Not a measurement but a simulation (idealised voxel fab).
Proc. module: voxel gate over fins
The cross-section shown here is cut; it is 155 nm wide and divided into square cells measuring 5 nm on a side.
Bands, listed from the top down, are how a cross-section gets written in this document; the cross-section itself is a grid of square cells, and a band is one or more rows of them.
Read a band's entry like this: the first values are the height of its top and the height of its bottom in nm, and what follows is the sequence of materials from left to right, each with its width in nm. Note that "empty" is empty space, and that a single material marked "everywhere" reaches across the band from edge to edge.
Ref level 0: as-received wafer is one material below here. Bottom band extends down with no lower bound ("top 0, no bottom").
Top row gets the first number, bottom row gets the second, and each row in between changes by the same step: that is how a band width like "30->40" works.
Where a step carries "no modification", the cross-section came out of it unchanged, cell for cell.
The label "Enclosed internal cavities" introduces a list of the empty spaces, 8 cells or larger, that have no open way up to the top; each entry in it reads width x height at distance, where the distance is taken from the left edge and all three are stated in nm.
Past the settings on a step's line: simulator remark, on that step.
The line of a step may include "overlay nm". On a step with a mask, this value is how far to the right of its planned place the mask lay. A negative value means the mask lay to the left.
Here's what the planned process steps look like:
1) op RECEIVE | material Si
2) op CONFORMAL_DEP | material SiN | thk nm 5
3) op PATTERN | tone cover | mask id FINS | material resist | width nm 15 | pitch nm 35 | thk nm 15 | overlay nm 0
4) op DIRECTIONAL_ETCH | etch materials SiN | depth nm 5
5) op DIRECTIONAL_ETCH | etch materials Si | depth nm 30
6) op STRIP | etch materials resist
7) op OXIDIZE | depth nm 5
8) op FILL_DEP | material SiO2 | thk nm 15
9) op CMP | height nm 5
10) op SELECTIVE_ETCH | etch materials SiO2 | depth nm 15
11) op STRIP | etch materials SiN
12) op CONFORMAL_DEP | material HfO2 | thk nm 5
13) op CONFORMAL_DEP | material TiN | thk nm 5
14) op FILL_DEP | material W | thk nm 10
15) op CMP | height nm 15
16) op CONFORMAL_DEP | material SiCN | thk nm 10
So this is the incoming wafer in cross-section - it's already been through step 1:
    top 0, no bottom = Si everywhere
    Enclosed internal cavities: none
Cross-section, first of two wafers, end of module, run as planned:
    top 25, bottom 15 = SiCN everywhere
    top 15, bottom 10 = W everywhere
    top 10, bottom 5 = W 45  TiN 25  W 10  TiN 25  W 50
    top 5, bottom 0 = W 45  TiN 5  HfO2 15  TiN 5  W 10  TiN 5  HfO2 15  TiN 5  W 50
    top 0, bottom -5 = TiN 50  HfO2 5  Si 5  HfO2 5  TiN 20  HfO2 5  Si 5  HfO2 5  TiN 55
    top -5, bottom -10 = HfO2 55  Si 5  HfO2 30  Si 5  HfO2 60
    top -10, bottom -35 = SiO2 55  Si 5  SiO2 30  Si 5  SiO2 60
    top -35, no bottom = Si everywhere
    Enclosed internal cavities: none
Wafer two, end of module, cross-section. Same start, same plan as wafer one. One mistake in the run:
    top 25, bottom 15 = SiCN everywhere
    top 15, bottom 10 = W everywhere
    top 10, bottom 5 = W 55  TiN 25  W 10  TiN 25  W 40
    top 5, bottom 0 = W 55  TiN 5  HfO2 15  TiN 5  W 10  TiN 5  HfO2 15  TiN 5  W 40
    top 0, bottom -5 = TiN 60  HfO2 5  Si 5  HfO2 5  TiN 20  HfO2 5  Si 5  HfO2 5  TiN 45
    top -5, bottom -10 = HfO2 65  Si 5  HfO2 30  Si 5  HfO2 50
    top -10, bottom -35 = SiO2 65  Si 5  SiO2 30  Si 5  SiO2 50
    top -35, no bottom = Si everywhere
    Enclosed internal cavities: none
What was done differently from what was planned? step 3: run off-plan, actual operation and settings op PATTERN | tone cover | mask id FINS | material resist | width nm 15 | pitch nm 35 | thk nm 15 | overlay nm 10
So at the finish, the second wafer's got exactly as many cells of each material as the first, just not in the same spots.
